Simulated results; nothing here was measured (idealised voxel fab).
process module | voxel lift off
cross-section cut | 150 nm wide | cells 5 nm
A cross-section is a grid of square cells, given in bands from the top down. A band is one or more rows of cells.
Each band's line starts with the height of the band's top and of its bottom, in nm. Then come its materials from left to right, each with its width in nm. One material with "throughout" fills the band from edge to edge. "air" is empty space.
Height 0 is the level under which the wafer as received is all one material. The lowest band goes on downwards, as in "0 down".
A width such as "30 to 40" changes by the same amount from each row of cells to the next, from the band's top row to its bottom row.
"no change" after a step means that no cell of the cross-section changed.
closed voids: empty space of 8 cells or more with no open way to the top, each as width x height at its distance from the left edge, in nm
after a step's settings: what the simulator itself notes on the step
overlay nm, on a step with a mask: how far to the right of its planned place the mask lay; to the left if negative
plan
1 op RECEIVE | material Si
2 op CONFORMAL_DEP | material Al2O3 | thk nm 10
3 op PATTERN | tone open | mask id LINES | material resist | width nm 15 | pitch nm 35 | thk nm 25 | overlay nm 0
4 op DIRECTIONAL_DEP | material Ru | thk nm 10
5 op STRIP | etch materials resist
6 op CONFORMAL_DEP | material SiCN | thk nm 10
as received, after step 1
  0 down: Si throughout
  closed voids: none
first wafer at the end, as planned
  30 to 20: air 40 | SiCN 70 | air 40
  20 to 10: SiCN 50 | Ru 15 | SiCN 20 | Ru 15 | SiCN 50
  10 to 0: Al2O3 throughout
  0 down: Si throughout
  closed voids: none
second wafer at the end: like start, like plan, one mistake
  20 to 10: air 50 | Ru 15 | air 20 | Ru 15 | air 50
  10 to 0: Al2O3 throughout
  0 down: Si throughout
  closed voids: none
what went wrong: step 6 was left out
at the end the second wafer has, in cells: 76 fewer of SiCN
